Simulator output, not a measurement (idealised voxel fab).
process module | voxel spacer lines
cross-section cut | 240 nm wide | cells 5 nm
A cross-section is a grid of square cells, given in bands from the top down. A band is one or more rows of cells.
Each band's line starts with the height of the band's top and of its bottom, in nm. Then come its materials from left to right, each with its width in nm. One material with "throughout" fills the band from edge to edge. "air" is empty space.
Height 0 is the level under which the wafer as received is all one material. The lowest band goes on downwards, as in "0 down".
A width such as "30 to 40" changes by the same amount from each row of cells to the next, from the band's top row to its bottom row.
"no change" after a step means that no cell of the cross-section changed.
closed voids: empty space of 8 cells or more with no open way to the top, each as width x height at its distance from the left edge, in nm
after a step's settings: what the simulator itself notes on the step
overlay nm, on a step with a mask: how far to the right of its planned place the mask lay; to the left if negative
plan
1 op RECEIVE | material Si
2 op CONFORMAL_DEP | material Al2O3 | thk nm 10
3 op DIRECTIONAL_DEP | material polySi | thk nm 20
4 op DIRECTIONAL_DEP | material aC | thk nm 30
5 op PATTERN | tone cover | mask id MANDREL | material resist | width nm 20 | pitch nm 60 | thk nm 40 | overlay nm 0
6 op DIRECTIONAL_ETCH | etch materials aC | depth nm 30
7 op STRIP | etch materials resist
8 op CONFORMAL_DEP | material SiO2 | thk nm 10
9 op DIRECTIONAL_ETCH | etch materials SiO2 | depth nm 10
10 op STRIP | etch materials aC
11 op DIRECTIONAL_ETCH | etch materials polySi | depth nm 20
12 op STRIP | etch materials SiO2
first wafer, as planned
as received, after step 1
  0 down: Si throughout
  closed voids: none
after step 2
  10 to 0: Al2O3 throughout
  below 0: unchanged
after step 3
  30 to 10: polySi throughout
  below 10: unchanged
after step 4
  60 to 30: aC throughout
  below 30: unchanged
after step 5
  100 to 60: air 50 | resist 20 | air 40 | resist 20 | air 40 | resist 20 | air 50
  below 60: unchanged
after step 6
  70 to 60: air 50 | resist 20 | air 40 | resist 20 | air 40 | resist 20 | air 50
  60 to 30: air 50 | aC 20 | air 40 | aC 20 | air 40 | aC 20 | air 50
  below 30: unchanged
after step 7
  60 to 30: air 50 | aC 20 | air 40 | aC 20 | air 40 | aC 20 | air 50
  below 30: unchanged
after step 8
  70 to 60: air 40 | SiO2 40 | air 20 | SiO2 40 | air 20 | SiO2 40 | air 40
  60 to 40: air 40 | SiO2 10 | aC 20 | SiO2 10 | air 20 | SiO2 10 | aC 20 | SiO2 10 | air 20 | SiO2 10 | aC 20 | SiO2 10 | air 40
  40 to 30: SiO2 50 | aC 20 | SiO2 40 | aC 20 | SiO2 40 | aC 20 | SiO2 50
  below 30: unchanged
after step 9
  60 to 30: air 40 | SiO2 10 | aC 20 | SiO2 10 | air 20 | SiO2 10 | aC 20 | SiO2 10 | air 20 | SiO2 10 | aC 20 | SiO2 10 | air 40
  below 30: unchanged
after step 10
  60 to 30: air 40 | SiO2 10 | air 20 | SiO2 10 | air 20 | SiO2 10 | air 20 | SiO2 10 | air 20 | SiO2 10 | air 20 | SiO2 10 | air 40
  below 30: unchanged
after step 11
  60 to 30: air 40 | SiO2 10 | air 20 | SiO2 10 | air 20 | SiO2 10 | air 20 | SiO2 10 | air 20 | SiO2 10 | air 20 | SiO2 10 | air 40
  30 to 10: air 40 | polySi 10 | air 20 | polySi 10 | air 20 | polySi 10 | air 20 | polySi 10 | air 20 | polySi 10 | air 20 | polySi 10 | air 40
  below 10: unchanged
after step 12
  30 to 10: air 40 | polySi 10 | air 20 | polySi 10 | air 20 | polySi 10 | air 20 | polySi 10 | air 20 | polySi 10 | air 20 | polySi 10 | air 40
  below 10: unchanged
second wafer: like start, like plan, one mistake. Through step 4 it matches the first wafer
when step 5 should have ended
  100 to 60: resist 50 | air 20 | resist 40 | air 20 | resist 40 | air 20 | resist 50
  below 60: unchanged
when step 6 should have ended
  70 to 60: resist 50 | air 20 | resist 40 | air 20 | resist 40 | air 20 | resist 50
  60 to 30: aC 50 | air 20 | aC 40 | air 20 | aC 40 | air 20 | aC 50
  below 30: unchanged
when step 7 should have ended
  60 to 30: aC 50 | air 20 | aC 40 | air 20 | aC 40 | air 20 | aC 50
  below 30: unchanged
when step 8 should have ended
  70 to 60: SiO2 throughout
  60 to 30: aC 50 | SiO2 20 | aC 40 | SiO2 20 | aC 40 | SiO2 20 | aC 50
  below 30: unchanged
when step 9 should have ended
  60 to 30: aC 50 | SiO2 20 | aC 40 | SiO2 20 | aC 40 | SiO2 20 | aC 50
  below 30: unchanged
when step 10 should have ended
  60 to 30: air 50 | SiO2 20 | air 40 | SiO2 20 | air 40 | SiO2 20 | air 50
  below 30: unchanged
when step 11 should have ended
  60 to 30: air 50 | SiO2 20 | air 40 | SiO2 20 | air 40 | SiO2 20 | air 50
  30 to 10: air 50 | polySi 20 | air 40 | polySi 20 | air 40 | polySi 20 | air 50
  below 10: unchanged
when step 12 should have ended
  30 to 10: air 50 | polySi 20 | air 40 | polySi 20 | air 40 | polySi 20 | air 50
  below 10: unchanged
what went wrong: step 5 ran as: op PATTERN | tone open | mask id MANDREL | material resist | width nm 20 | pitch nm 60 | thk nm 40 | overlay nm 0
at the end the second wafer has, in cells: as many of each material as the first, in other places
